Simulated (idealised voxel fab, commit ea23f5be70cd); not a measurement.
Name of the process module below: voxel double patterning
240 nm wide, 5 nm square cells: that's cross-section cut.
Cross-section format: a grid of square cells, given as bands from top to bottom; each band is one or more rows of cells. Heights first: top, then bottom, in nm. Then materials, left to right, each with a width in nm. "full width" on a single material: fills the band edge to edge. "blank": empty space. Where do heights start? At 0: under that level the wafer as delivered is made of one material only. And the lowest band has no floor; it just carries on downward, as in "top 0, no bottom". Read "30..40" as a graded width: first number on top, second number at the bottom, same change between each pair of neighbouring rows. "no alteration" for a step: no cell of the cross-section changed in that step. Entry "Voids, fully enclosed". Content: empty spaces with no open connection to the top, size 8 cells or greater. Each: width x height at distance. Distance: from left edge. Unit: nm. Read whatever lies past the settings on a step's line as the simulator's own remark about the step. On any step carrying a mask, the "overlay nm" setting, if present on the step's line, tells how far right of its planned place the mask lay; negative values point to the left.
[Steps in the process plan]
| 1 | RECEIVE with material Si |
| 2 | CONFORMAL_DEP with material SiO2, thk nm 10 |
| 3 | DIRECTIONAL_DEP with material W, thk nm 15 |
| 4 | DIRECTIONAL_DEP with material SiCN, thk nm 5 |
| 5 | PATTERN with tone open, mask id FIRST, material resist, width nm 15, pitch nm 50, thk nm 15, overlay nm 0 |
| 6 | DIRECTIONAL_ETCH with etch materials SiCN, depth nm 5 |
| 7 | STRIP with etch materials resist |
| 8 | DIRECTIONAL_DEP with material aC, thk nm 5 |
| 9 | PATTERN with tone open, mask id SECOND, material resist, width nm 15, thk nm 30, overlay nm 0 |
| 10 | DIRECTIONAL_ETCH with etch materials aC, depth nm 10 |
| 11 | STRIP with etch materials resist |
| 12 | DIRECTIONAL_ETCH with etch materials SiCN, depth nm 5 |
| 13 | STRIP with etch materials aC |
| 14 | DIRECTIONAL_ETCH with etch materials W, depth nm 15 |
| 15 | STRIP with etch materials SiCN |
Be aware that, although all wafers share a common starting state, the thk nm at step 8 differs among them, and the plan displays the first wafer's value.
[Cross-section of the first of several wafers as received (after step 1)]
    top 0, no bottom | Si full width
    Voids, fully enclosed: none
[Gained (+) or lost (-) cells of each material since receipt, then closed voids: one row per wafer, at the end of the module]
thk nm 5 | +96 SiO2 | +117 W | Voids, fully enclosed: none
thk nm 10 | +96 SiO2 | +117 W | Voids, fully enclosed: none
thk nm 15 | +96 SiO2 | +126 W | Voids, fully enclosed: none
thk nm 20 | +96 SiO2 | +126 W | Voids, fully enclosed: none
thk nm 25 | +96 SiO2 | +126 W | Voids, fully enclosed: none
